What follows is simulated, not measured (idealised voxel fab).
process module | voxel self aligned vias
cross-section cut | 240 nm wide | cells 5 nm
A cross-section is a grid of square cells, given in bands from the top down. A band is one or more rows of cells.
Each band's line starts with the height of the band's top and of its bottom, in nm. Then come its materials from left to right, each with its width in nm. One material with "throughout" fills the band from edge to edge. "air" is empty space.
Height 0 is the level under which the wafer as received is all one material. The lowest band goes on downwards, as in "0 down".
A width such as "30 to 40" changes by the same amount from each row of cells to the next, from the band's top row to its bottom row.
"no change" after a step means that no cell of the cross-section changed.
closed voids: empty space of 8 cells or more with no open way to the top, each as width x height at its distance from the left edge, in nm
after a step's settings: what the simulator itself notes on the step
overlay nm, on a step with a mask: how far to the right of its planned place the mask lay; to the left if negative
plan
1 op RECEIVE | material Si
2 op CONFORMAL_DEP | material SiO2 | thk nm 15
3 op CONFORMAL_DEP | material SiCN | thk nm 5
4 op DIRECTIONAL_DEP | material SiO2 | thk nm 25
5 op MASKED_ETCH | tone open | mask id LINES | width nm 30 | pitch nm 55 | etch materials SiO2 | depth nm 25 | overlay nm 0
6 op CONFORMAL_DEP | material TiN | thk nm 5
7 op FILL_DEP | material W | thk nm 10
8 op CMP | height nm 45
9 op SELECTIVE_ETCH | etch materials W Ru TiN | depth nm 5
10 op FILL_DEP | material SiN | thk nm 10
11 op CMP | height nm 45
12 op DIRECTIONAL_DEP | material SiO2 | thk nm 20
13 op MASKED_ETCH | tone open | mask id VIAS | width nm 40 | pitch nm 55 | etch materials SiO2 | depth nm 20 | overlay nm 0
14 op MASKED_ETCH | tone open | mask id VIAS | width nm 40 | pitch nm 55 | etch materials SiN | depth nm 5 | overlay nm 0
15 op CONFORMAL_DEP | material TiN | thk nm 5
16 op FILL_DEP | material W | thk nm 10
17 op CMP | height nm 65
18 op CONFORMAL_DEP | material SiCN | thk nm 5
as received, after step 1
  0 down: Si throughout
  closed voids: none
first wafer at the end, as planned
  70 to 65: SiCN throughout
  65 to 50: SiO2 70 | TiN 5 | W 30 | TiN 5 | SiO2 15 | TiN 5 | W 30 | TiN 5 | SiO2 75
  50 to 45: SiO2 70 | TiN 10 | W 20 | TiN 10 | SiO2 15 | TiN 10 | W 20 | TiN 10 | SiO2 75
  45 to 40: SiO2 75 | TiN 30 | SiO2 25 | TiN 30 | SiO2 80
  40 to 25: SiO2 75 | TiN 5 | W 20 | TiN 5 | SiO2 25 | TiN 5 | W 20 | TiN 5 | SiO2 80
  25 to 20: SiO2 75 | TiN 30 | SiO2 25 | TiN 30 | SiO2 80
  20 to 15: SiCN throughout
  15 to 0: SiO2 throughout
  0 down: Si throughout
  closed voids: none
second wafer at the end: like start, like plan, one mistake
  70 to 65: SiCN throughout
  65 to 45: SiO2 70 | TiN 5 | W 30 | TiN 5 | SiO2 15 | TiN 5 | W 30 | TiN 5 | SiO2 75
  45 to 40: SiN 70 | TiN 40 | SiN 15 | TiN 40 | SiN 75
  40 to 35: W throughout
  35 to 30: TiN 80 | W 20 | TiN 35 | W 20 | TiN 85
  30 to 10: SiO2 75 | TiN 5 | W 20 | TiN 5 | SiO2 25 | TiN 5 | W 20 | TiN 5 | SiO2 80
  10 to 5: SiO2 75 | TiN 30 | SiO2 25 | TiN 30 | SiO2 80
  5 to 0: SiCN throughout
  0 down: Si throughout
  closed voids: none
what went wrong: step 2 was left out
at the end the second wafer has, in cells: 32 more of SiN | 144 fewer of SiO2 | 44 more of TiN | 68 more of W
